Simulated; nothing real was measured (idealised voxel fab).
process module | voxel local oxidation
cross-section cut | 160 nm wide | cells 5 nm
A cross-section is a grid of square cells, given in bands from the top down. A band is one or more rows of cells.
Each band's line starts with the height of the band's top and of its bottom, in nm. Then come its materials from left to right, each with its width in nm. One material with "throughout" fills the band from edge to edge. "air" is empty space.
Height 0 is the level under which the wafer as received is all one material. The lowest band goes on downwards, as in "0 down".
A width such as "30 to 40" changes by the same amount from each row of cells to the next, from the band's top row to its bottom row.
"no change" after a step means that no cell of the cross-section changed.
closed voids: empty space of 8 cells or more with no open way to the top, each as width x height at its distance from the left edge, in nm
after a step's settings: what the simulator itself notes on the step
overlay nm, on a step with a mask: how far to the right of its planned place the mask lay; to the left if negative
plan
1 op RECEIVE | material Si
2 op CONFORMAL_DEP | material SiO2 | thk nm 5
3 op CONFORMAL_DEP | material SiN | thk nm 15
4 op PATTERN | tone cover | mask id ACTIVE | material resist | width nm 115 | thk nm 20 | overlay nm 0
5 op DIRECTIONAL_ETCH | etch materials SiN | depth nm 15
6 op STRIP | etch materials resist
7 op SELECTIVE_ETCH | etch materials SiO2 | depth nm 5
8 op OXIDIZE | depth nm 15
9 op STRIP | etch materials SiN
first wafer, as planned
as received, after step 1
  0 down: Si throughout
  closed voids: none
after step 2
  5 to 0: SiO2 throughout
  below 0: unchanged
after step 3
  20 to 5: SiN throughout
  below 5: unchanged
after step 4
  40 to 20: air 20 | resist 115 | air 25
  below 20: unchanged
after step 5
  40 to 20: air 20 | resist 115 | air 25
  20 to 5: air 20 | SiN 115 | air 25
  below 5: unchanged
after step 6
  20 to 5: air 20 | SiN 115 | air 25
  below 5: unchanged
after step 7
  20 to 5: air 20 | SiN 115 | air 25
  5 to 0: air 25 | SiO2 105 | air 30
  below 0: unchanged
after step 8
  20 to 5: air 20 | SiN 115 | air 25
  5 to 0: air 25 | SiO2 105 | air 30
  0 to -15: SiO2 40 | Si 75 | SiO2 45
  below -15: unchanged
after step 9
  5 to 0: air 25 | SiO2 105 | air 30
  below 0: unchanged
second wafer: like start, like plan, one mistake. Through step 2 it matches the first wafer
when step 3 should have ended
  20 to 0: SiO2 throughout
  below 0: unchanged
when step 4 should have ended
  40 to 20: air 20 | resist 115 | air 25
  below 20: unchanged
when step 5 should have ended: no change
when step 6 should have ended
  20 to 0: SiO2 throughout
  below 0: unchanged
when step 7 should have ended
  15 to 0: SiO2 throughout
  below 0: unchanged
when step 8 should have ended: no change
when step 9 should have ended: no change
what went wrong: step 3 ran as: op CONFORMAL_DEP | material SiO2 | thk nm 15
at the end the second wafer has, in cells: 51 more of Si | 24 more of SiO2
